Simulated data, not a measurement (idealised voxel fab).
You're looking at the process module voxel self aligned contacts.
Xsec cut, 285 nm wide, square cell size 5 nm.
The cross-sections in this document take the form of a grid made of square cells. They are written out as bands, in order from top to bottom. Each band consists of one or more rows of cells. A band entry consists of two parts. The first gives the height of the band's top and the height of its bottom, in nm. The rest lists the band's materials from left to right, each with its width in nm. A single material labelled with the word "all across" fills the band from edge to edge, and the word "blank" marks empty space. It should be noted that heights are counted from 0, beneath which the wafer as supplied is of one material throughout, and that the lowest band possesses no lower boundary but continues downward, as written in "0 down". A two-number width, for instance "30->40", indicates that the width is equal to the first number in the top row of the band and to the second number in the bottom row, and that it changes by a constant amount per row of cells. The designation "no change occurred", where it is given for a processing step, indicates that no cell of the cross-section was altered in the course of that step. You'll see "Sealed cavities" listing empty spaces that have no way open to the top, as long as they're 8 cells or more; the notation is width x height at distance, where the distance is from the left edge, and all of it is in nm. Heads up: the bit after the settings on a step's line is the simulator's remark on that step. A step's line can hold "overlay nm"; with a mask on that step, the setting says how far right of the planned place the mask lay, while a negative setting says it lay to the left.
## Intended process steps
1: RECEIVE (material Si)
2: OXIDIZE (depth nm 5)
3: DIRECTIONAL_DEP (material polySi; thk nm 30)
4: DIRECTIONAL_DEP (material SiN; thk nm 20)
5: DIRECTIONAL_DEP (material aC; thk nm 15)
6: PATTERN (tone cover; mask id GATE; material resist; width nm 25; pitch nm 60; thk nm 30; overlay nm 0)
7: DIRECTIONAL_ETCH (etch materials aC; depth nm 15)
8: STRIP (etch materials resist)
9: DIRECTIONAL_ETCH (etch materials SiN; depth nm 20)
10: DIRECTIONAL_ETCH (etch materials polySi; depth nm 30)
11: STRIP (etch materials aC)
12: CONFORMAL_DEP (material SiN; thk nm 10)
13: DIRECTIONAL_ETCH (etch materials SiN; depth nm 10)
14: FILL_DEP (material SiO2; thk nm 15)
15: CMP (height nm 55)
16: MASKED_ETCH (tone open; mask id CONTACT; width nm 45; pitch nm 60; etch materials SiO2; depth nm 60; overlay nm 0)
17: CONFORMAL_DEP (material TiN; thk nm 5)
18: FILL_DEP (material Ru; thk nm 10)
19: CMP (height nm 55)
20: CONFORMAL_DEP (material SiN; thk nm 5)
## Incoming wafer, cross-sectional view, post step 1
0 down | Si all across
Sealed cavities: none
## Cross-section at module end, one run error; start and plan unchanged from above
60 to 55 | SiN all across
55 to 50 | SiO2=95 / TiN=15 / Ru=5 / TiN=25 / SiO2=15 / TiN=15 / Ru=5 / TiN=25 / SiO2=85
50 to 30 | SiO2=60 / SiN=45 / TiN=5 / Ru=5 / TiN=5 / SiN=45 / TiN=5 / Ru=5 / TiN=5 / SiN=45 / SiO2=60
30 to 0 | SiO2=60 / SiN=10 / polySi=25 / SiN=10 / TiN=5 / Ru=5 / TiN=5 / SiN=10 / polySi=25 / SiN=10 / TiN=5 / Ru=5 / TiN=5 / SiN=10 / polySi=25 / SiN=10 / SiO2=60
0 to -5 | SiO2=105 / TiN=15 / SiO2=45 / TiN=15 / SiO2=105
-5 down | Si all across
Sealed cavities: none
Error vs. plan: off-plan run, step 16, actual operation and settings MASKED_ETCH (tone open; mask id CONTACT; width nm 45; pitch nm 60; etch materials SiO2; depth nm 60; overlay nm 5)
